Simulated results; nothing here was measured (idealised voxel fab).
The process module presented herein is designated voxel ribs on slabs.
Square cell edge 5 nm, section width 190 nm, ID cut.
Square cells in a grid make up a cross-section in this document, and the grid is given as bands, listed from the top down, each one or more rows of cells.
Heights first: top, then bottom, in nm. Then materials, left to right, each with a width in nm. "full width" on a single material: fills the band edge to edge. "blank": empty space.
We count height from 0. Below that, the starting wafer is all one material. The lowest band never ends at the bottom but goes on down; see "z 0 and below" for how that is written.
With a width like "30..40", each row of cells in the band differs from the next by the same amount, the top row carrying the first number and the bottom row the second.
Reading "no modifications" for a step: not a cell of the cross-section changed in it.
Any empty space of 8 cells or more lacking an open way to the top shows up in "Enclosed void inventory" as width x height at distance, distance from the left edge, in nm.
On each step's line, the part that comes after the settings is the simulator's own comment on the step.
overlay nm: step with mask; distance mask lay right of planned place; negative value = left of planned place.
[Here's what the planned process steps look like]
- 1: op RECEIVE | material Si
- 2: op DIRECTIONAL_DEP | material SiO2 | thk nm 20
- 3: op DIRECTIONAL_DEP | material SiN | thk nm 20
- 4: op DIRECTIONAL_DEP | material aC | thk nm 15
- 5: op PATTERN | tone cover | mask id RIB | material resist | width nm 20 | thk nm 30 | overlay nm 0
- 6: op DIRECTIONAL_ETCH | etch materials aC | depth nm 5
- 7: op STRIP | etch materials resist
- 8: op DIRECTIONAL_ETCH | etch materials SiN | depth nm 10
- 9: op STRIP | etch materials aC
- 10: op PATTERN | tone cover | mask id SLAB | material resist | width nm 70 | thk nm 15 | overlay nm 0
- 11: op DIRECTIONAL_ETCH | etch materials SiN | depth nm 10
- 12: op STRIP | etch materials resist
- 13: op FILL_DEP | material SiO2 | thk nm 30
- 14: op CMP | height nm 60
- 15: op DIRECTIONAL_DEP | material W | thk nm 5
- 16: op DIRECTIONAL_DEP | material aC | thk nm 15
- 17: op PATTERN | tone cover | mask id HEATER | material resist | width nm 30 | thk nm 30 | overlay nm 0
- 18: op DIRECTIONAL_ETCH | etch materials aC | depth nm 15
- 19: op STRIP | etch materials resist
- 20: op DIRECTIONAL_ETCH | etch materials W | depth nm 5
- 21: op STRIP | etch materials aC
- 22: op CONFORMAL_DEP | material SiN | thk nm 5
The plan's step 6 depth nm is the first wafer's value; the wafers differ in this setting and start identical.
[Cross-section, first of several wafers, as delivered after step 1]
* z 0 and below | Si full width
* Enclosed void inventory: none
[Wafer cross-section (first of several) - module end, post step 22 (last step)]
* z 70 to 65 | blank (75); SiN (40); blank (75)
* z 65 to 60 | SiN (80); W (30); SiN (80)
* z 60 to 40 | SiO2 full width
* z 40 to 30 | SiO2 (60); SiN (70); SiO2 (60)
* z 30 to 20 | SiN full width
* z 20 to 0 | SiO2 full width
* z 0 and below | Si full width
* Enclosed void inventory: none
[Sectional view of the last wafer upon completion of the module]
* z 70 to 65 | blank (75); SiN (40); blank (75)
* z 65 to 60 | SiN (80); W (30); SiN (80)
* z 60 to 40 | SiO2 full width
* z 40 to 30 | SiO2 (85); SiN (20); SiO2 (85)
* z 30 to 20 | SiO2 (60); SiN (70); SiO2 (60)
* z 20 to 0 | SiO2 full width
* z 0 and below | Si full width
* Enclosed void inventory: none
[For your reference, the table is organized with a row per wafer; each row reflects the wafer at the end of the module, indicating for each material the cells gained (+) or lost (-) since receipt, and thereafter its closed voids]
depth nm 5, +144 SiN, +352 SiO2, +6 W, Enclosed void inventory: none
depth nm 10, +144 SiN, +352 SiO2, +6 W, Enclosed void inventory: none
depth nm 15, +76 SiN, +420 SiO2, +6 W, Enclosed void inventory: none
depth nm 20, +76 SiN, +420 SiO2, +6 W, Enclosed void inventory: none
depth nm 25, +76 SiN, +420 SiO2, +6 W, Enclosed void inventory: none
depth nm 30, +76 SiN, +420 SiO2, +6 W, Enclosed void inventory: none
